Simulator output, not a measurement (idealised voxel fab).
process module | voxel local oxidation
cross-section cut | 210 nm wide | cells 5 nm
A cross-section is a grid of square cells, given in bands from the top down. A band is one or more rows of cells.
Each band's line starts with the height of the band's top and of its bottom, in nm. Then come its materials from left to right, each with its width in nm. One material with "throughout" fills the band from edge to edge. "air" is empty space.
Height 0 is the level under which the wafer as received is all one material. The lowest band goes on downwards, as in "0 down".
A width such as "30 to 40" changes by the same amount from each row of cells to the next, from the band's top row to its bottom row.
"no change" after a step means that no cell of the cross-section changed.
closed voids: empty space of 8 cells or more with no open way to the top, each as width x height at its distance from the left edge, in nm
after a step's settings: what the simulator itself notes on the step
overlay nm, on a step with a mask: how far to the right of its planned place the mask lay; to the left if negative
plan
1 op RECEIVE | material Si
2 op OXIDIZE | depth nm 5
3 op CONFORMAL_DEP | material SiN | thk nm 15
4 op MASKED_ETCH | tone cover | mask id ACTIVE | width nm 100 | etch materials SiN | depth nm 15 | overlay nm 0
5 op SELECTIVE_ETCH | etch materials SiO2 | depth nm 5
6 op OXIDIZE | depth nm 15
7 op STRIP | etch materials SiN
varied across the wafers: width nm of step 4. The plan shows the first wafer's value. All wafers start alike
first wafer as received, after step 1
  0 down: Si throughout
  closed voids: none
first wafer at the end, after step 7
  0 to -5: air 60 | SiO2 90 | air 60
  -5 to -20: SiO2 75 | Si 60 | SiO2 75
  -20 down: Si throughout
  closed voids: none
last wafer at the end
  0 to -5: air 50 | SiO2 115 | air 45
  -5 to -20: SiO2 65 | Si 85 | SiO2 60
  -20 down: Si throughout
  closed voids: none
each wafer at the end: cells of each material gained (+) or lost (-) since it was received, then its closed voids
width nm 100 | -132 Si | +108 SiO2 | closed voids: none
width nm 105 | -129 Si | +106 SiO2 | closed voids: none
width nm 110 | -126 Si | +104 SiO2 | closed voids: none
width nm 115 | -123 Si | +102 SiO2 | closed voids: none
width nm 120 | -120 Si | +100 SiO2 | closed voids: none
width nm 125 | -117 Si | +98 SiO2 | closed voids: none
